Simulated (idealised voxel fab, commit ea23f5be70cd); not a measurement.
This section sets out a process module, namely voxel air gaps.
Xsec cut, 295 nm wide, square cell size 5 nm.
Notation: cross-section as square-cell grid; stated in bands, top first, going down; one or more cell rows per band. Basically the band line says how high the top is and how high the bottom is, in nm, and then what's in it from left to right, every material with its width in nm. Empty space shows up as "air", and if a single material carries "full width" it runs the full band edge to edge. Beneath 0, the wafer as received is one material, and that level is where height counting begins. The lowest band goes on downward without a bottom; it is written like "top 0, no bottom". Width: "30->40" (first number = top row, second number = bottom row, same change from row to row of cells). Reading "changes: none" for a step: not a cell of the cross-section changed in it. So "Encapsulated voids" is basically the list of trapped voids: any empty space of 8 cells or more that can't reach the top through an opening. They're written width x height at distance, the distance being from the left edge, and it's all nm. Step line, after settings: the simulator's comment on this step. overlay nm, on a step with a mask: how far to the right of its planned place the mask lay; to the left if negative.
## Planned step list for the process
- 1: RECEIVE: material Si
- 2: CONFORMAL_DEP: material SiO2, thk nm 15
- 3: CONFORMAL_DEP: material SiN, thk nm 5
- 4: DIRECTIONAL_DEP: material lowk, thk nm 35
- 5: MASKED_ETCH: tone open, mask id LINES, width nm 20, pitch nm 50, etch materials lowk, depth nm 35, overlay nm 0
- 6: CONFORMAL_DEP: material TiN, thk nm 5
- 7: FILL_DEP: material Cu, thk nm 5
- 8: CMP: height nm 55
- 9: EPI: material Ru, thk nm 10
- 10: SELECTIVE_ETCH: etch materials lowk, depth nm 45
- 11: CONFORMAL_DEP: material SiN, thk nm 5
## Account of the first of two wafers, which was processed as intended
## Cross-section, incoming material, after step 1
    top 0, no bottom: Si full width
    Encapsulated voids: none
## Presented here is a cross-section of the wafer after step 2 has been performed
    top 15, bottom 0: SiO2 full width
    All layers under 0 are left as they were.
## Presented here is a cross-section of the wafer after step 3 has been performed
    top 20, bottom 15: SiN full width
    All layers under 15 are left as they were.
## Presented here is a cross-section of the wafer after step 4 has been performed
    top 55, bottom 20: lowk full width
    All layers under 20 are left as they were.
## Presented here is a cross-section of the wafer after step 5 has been performed
    top 55, bottom 20: 85 nm lowk, then 20 nm air, then 30 nm lowk, then 20 nm air, then 30 nm lowk, then 20 nm air, then 90 nm lowk
    All layers under 20 are left as they were.
## Presented here is a cross-section of the wafer after step 6 has been performed
    top 60, bottom 55: 90 nm TiN, then 10 nm air, then 40 nm TiN, then 10 nm air, then 40 nm TiN, then 10 nm air, then 95 nm TiN
    top 55, bottom 25: 85 nm lowk, then 5 nm TiN, then 10 nm air, then 5 nm TiN, then 30 nm lowk, then 5 nm TiN, then 10 nm air, then 5 nm TiN, then 30 nm lowk, then 5 nm TiN, then 10 nm air, then 5 nm TiN, then 90 nm lowk
    top 25, bottom 20: 85 nm lowk, then 20 nm TiN, then 30 nm lowk, then 20 nm TiN, then 30 nm lowk, then 20 nm TiN, then 90 nm lowk
    All layers under 20 are left as they were.
## Presented here is a cross-section of the wafer after step 7 has been performed
    top 65, bottom 60: Cu full width
    top 60, bottom 55: 90 nm TiN, then 10 nm Cu, then 40 nm TiN, then 10 nm Cu, then 40 nm TiN, then 10 nm Cu, then 95 nm TiN
    top 55, bottom 25: 85 nm lowk, then 5 nm TiN, then 10 nm Cu, then 5 nm TiN, then 30 nm lowk, then 5 nm TiN, then 10 nm Cu, then 5 nm TiN, then 30 nm lowk, then 5 nm TiN, then 10 nm Cu, then 5 nm TiN, then 90 nm lowk
    All layers under 25 are left as they were.
## Presented here is a cross-section of the wafer after step 8 has been performed
    top 55, bottom 25: 85 nm lowk, then 5 nm TiN, then 10 nm Cu, then 5 nm TiN, then 30 nm lowk, then 5 nm TiN, then 10 nm Cu, then 5 nm TiN, then 30 nm lowk, then 5 nm TiN, then 10 nm Cu, then 5 nm TiN, then 90 nm lowk
    All layers under 25 are left as they were.
## Presented here is a cross-section of the wafer after step 9 has been performed
    top 65, bottom 55: 75 nm air, then 40 nm Ru, then 10 nm air, then 40 nm Ru, then 10 nm air, then 40 nm Ru, then 80 nm air
    All layers under 55 are left as they were.
## Presented here is a cross-section of the wafer after step 10 has been performed
    top 65, bottom 55: 75 nm air, then 40 nm Ru, then 10 nm air, then 40 nm Ru, then 10 nm air, then 40 nm Ru, then 80 nm air
    top 55, bottom 25: 85 nm air, then 5 nm TiN, then 10 nm Cu, then 5 nm TiN, then 30 nm air, then 5 nm TiN, then 10 nm Cu, then 5 nm TiN, then 30 nm air, then 5 nm TiN, then 10 nm Cu, then 5 nm TiN, then 90 nm air
    top 25, bottom 20: 85 nm air, then 20 nm TiN, then 30 nm air, then 20 nm TiN, then 30 nm air, then 20 nm TiN, then 90 nm air
    All layers under 20 are left as they were.
## Presented here is a cross-section of the wafer after step 11 has been performed
    top 70, bottom 65: 70 nm air, then 150 nm SiN, then 75 nm air
    top 65, bottom 55: 70 nm air, then 5 nm SiN, then 40 nm Ru, then 10 nm SiN, then 40 nm Ru, then 10 nm SiN, then 40 nm Ru, then 5 nm SiN, then 75 nm air
    top 55, bottom 50: 70 nm air, then 15 nm SiN, then 5 nm TiN, then 10 nm Cu, then 5 nm TiN, then 30 nm SiN, then 5 nm TiN, then 10 nm Cu, then 5 nm TiN, then 30 nm SiN, then 5 nm TiN, then 10 nm Cu, then 5 nm TiN, then 15 nm SiN, then 75 nm air
    top 50, bottom 25: 80 nm air, then 5 nm SiN, then 5 nm TiN, then 10 nm Cu, then 5 nm TiN, then 5 nm SiN, then 20 nm air, then 5 nm SiN, then 5 nm TiN, then 10 nm Cu, then 5 nm TiN, then 5 nm SiN, then 20 nm air, then 5 nm SiN, then 5 nm TiN, then 10 nm Cu, then 5 nm TiN, then 5 nm SiN, then 85 nm air
    top 25, bottom 20: 85 nm SiN, then 20 nm TiN, then 30 nm SiN, then 20 nm TiN, then 30 nm SiN, then 20 nm TiN, then 90 nm SiN
    All layers under 20 are left as they were.
    Encapsulated voids: 20 x 25 at 110; 20 x 25 at 160
## Here the second wafer is described. Its start and its plan were those of the first wafer. Its run contained one mistake. Up to and including step 10, it did exactly what the first wafer did
## X-section, second wafer, when step 11 was due to finish
    top 70, bottom 65: 70 nm air, then 150 nm lowk, then 75 nm air
    top 65, bottom 55: 70 nm air, then 5 nm lowk, then 40 nm Ru, then 10 nm lowk, then 40 nm Ru, then 10 nm lowk, then 40 nm Ru, then 5 nm lowk, then 75 nm air
    top 55, bottom 50: 70 nm air, then 15 nm lowk, then 5 nm TiN, then 10 nm Cu, then 5 nm TiN, then 30 nm lowk, then 5 nm TiN, then 10 nm Cu, then 5 nm TiN, then 30 nm lowk, then 5 nm TiN, then 10 nm Cu, then 5 nm TiN, then 15 nm lowk, then 75 nm air
    top 50, bottom 25: 80 nm air, then 5 nm lowk, then 5 nm TiN, then 10 nm Cu, then 5 nm TiN, then 5 nm lowk, then 20 nm air, then 5 nm lowk, then 5 nm TiN, then 10 nm Cu, then 5 nm TiN, then 5 nm lowk, then 20 nm air, then 5 nm lowk, then 5 nm TiN, then 10 nm Cu, then 5 nm TiN, then 5 nm lowk, then 85 nm air
    top 25, bottom 20: 85 nm lowk, then 20 nm TiN, then 30 nm lowk, then 20 nm TiN, then 30 nm lowk, then 20 nm TiN, then 90 nm lowk
    All layers under 20 are left as they were.
    Encapsulated voids: 20 x 25 at 110; 20 x 25 at 160
What went wrong in running the wafer? step 11 ran with different settings than intended, the actual operation and settings being CONFORMAL_DEP: material lowk, thk nm 5
Final difference in cells, second wafer against first, listed per material as more or fewer: SiN -137 | lowk +137
